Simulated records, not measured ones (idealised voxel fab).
The following is a process module called voxel capacitor over wiring.
The cross-section on display is named cut; it measures 280 nm wide, and its cells are 5 nm squares.
A cross-section is written here as square cells arranged in a grid, and it is given in bands from the top down, each band taking up one or more rows of cells.
The entry gives the band's vertical extent as a top height and a bottom height in nm, then its horizontal make-up as materials from left to right, each with a width in nm. "blank" stands for empty space; a single material marked "everywhere" fills the band edge to edge.
Basically, 0 is our baseline, since under it the wafer straight out of the box is all one material. The bottom band has no lower end and keeps on going down, so it looks like "0 nm and below".
When a width is written as two numbers, as in "30..40", the first number is the width in the top row of cells of the band and the second is the width in its bottom row, and the width changes by the same amount from each row to the next.
Take "nothing got changed" at face value: in the step it is given for, the cross-section changed in none of its cells.
Empty spaces counting at least 8 cells and having no open way to the top are listed in "Trapped voids". The notation width x height at distance is used for each, the distance being from the left edge and all three values in nm.
Past the settings on a step's line: simulator remark, on that step.
"overlay nm" denotes, for a step that has a mask, the displacement of the mask to the right of its planned place, with negative values corresponding to the left.

So here's the lineup of process steps we planned
| 1 | RECEIVE | material Si |
| 2 | CONFORMAL_DEP | material SiO2 | thk nm 15 |
| 3 | DIRECTIONAL_DEP | material TiN | thk nm 5 |
| 4 | DIRECTIONAL_DEP | material W | thk nm 15 |
| 5 | DIRECTIONAL_DEP | material aC | thk nm 10 |
| 6 | PATTERN | tone cover | mask id METAL_1 | material resist | width nm 20 | pitch nm 70 | thk nm 30 | overlay nm 0 |
| 7 | DIRECTIONAL_ETCH | etch materials aC | depth nm 10 |
| 8 | STRIP | etch materials resist |
| 9 | DIRECTIONAL_ETCH | etch materials W | depth nm 15 |
| 10 | DIRECTIONAL_ETCH | etch materials TiN | depth nm 5 |
| 11 | STRIP | etch materials aC |
| 12 | FILL_DEP | material SiO2 | thk nm 5 |
| 13 | CMP | height nm 35 |
| 14 | CONFORMAL_DEP | material SiCN | thk nm 5 |
| 15 | DIRECTIONAL_DEP | material SiO2 | thk nm 15 |
| 16 | MASKED_ETCH | tone open | mask id PLUG_1 | width nm 15 | etch materials SiO2 | depth nm 15 | overlay nm 0 |
| 17 | MASKED_ETCH | tone open | mask id PLUG_1 | width nm 15 | etch materials SiCN | depth nm 5 | overlay nm 0 |
| 18 | EPI | material Ru | thk nm 10 |
| 19 | EPI | material Ru | thk nm 10 |
| 20 | DIRECTIONAL_DEP | material TiN | thk nm 10 |
| 21 | DIRECTIONAL_DEP | material SiN | thk nm 5 |
| 22 | DIRECTIONAL_DEP | material TiN | thk nm 5 |
| 23 | PATTERN | tone cover | mask id UPPER_PLATE | material resist | width nm 55 | thk nm 20 | overlay nm 0 |
| 24 | DIRECTIONAL_ETCH | etch materials TiN | depth nm 5 |
| 25 | DIRECTIONAL_ETCH | etch materials SiN | depth nm 5 |
| 26 | STRIP | etch materials resist |
| 27 | DIRECTIONAL_DEP | material aC | thk nm 10 |
| 28 | PATTERN | tone cover | mask id LOWER_PLATE | material resist | width nm 65 | thk nm 25 | overlay nm 0 |
| 29 | DIRECTIONAL_ETCH | etch materials aC | depth nm 10 |
| 30 | STRIP | etch materials resist |
| 31 | DIRECTIONAL_ETCH | etch materials TiN | depth nm 10 |
| 32 | STRIP | etch materials aC |
| 33 | FILL_DEP | material SiO2 | thk nm 20 |
| 34 | CMP | height nm 90 |
| 35 | PATTERN | tone open | mask id PLUG_2 | material resist | width nm 15 | thk nm 15 | overlay nm 0 |
| 36 | DIRECTIONAL_ETCH | etch materials SiO2 | depth nm 15 |
| 37 | STRIP | etch materials resist |
| 38 | CONFORMAL_DEP | material TiN | thk nm 5 |
| 39 | FILL_DEP | material W | thk nm 10 |
| 40 | CMP | height nm 90 |
| 41 | CONFORMAL_DEP | material SiN | thk nm 5 |
Be aware that, although all wafers share a common starting state, the thk nm at step 41 differs among them, and the plan displays the first wafer's value.

Received wafers, first of several: cross-section after step 1
0 nm and below  Si everywhere
Trapped voids: none

Row per wafer, end-of-module: cell gain (+)/loss (-) by material since the wafer came in, then closed voids
thk nm 5; +12 Ru; +53 SiCN; +67 SiN; +854 SiO2; +52 TiN; +26 W; Trapped voids: none
thk nm 10; +12 Ru; +53 SiCN; +123 SiN; +854 SiO2; +52 TiN; +26 W; Trapped voids: none
thk nm 15; +12 Ru; +53 SiCN; +179 SiN; +854 SiO2; +52 TiN; +26 W; Trapped voids: none
thk nm 20; +12 Ru; +53 SiCN; +235 SiN; +854 SiO2; +52 TiN; +26 W; Trapped voids: none
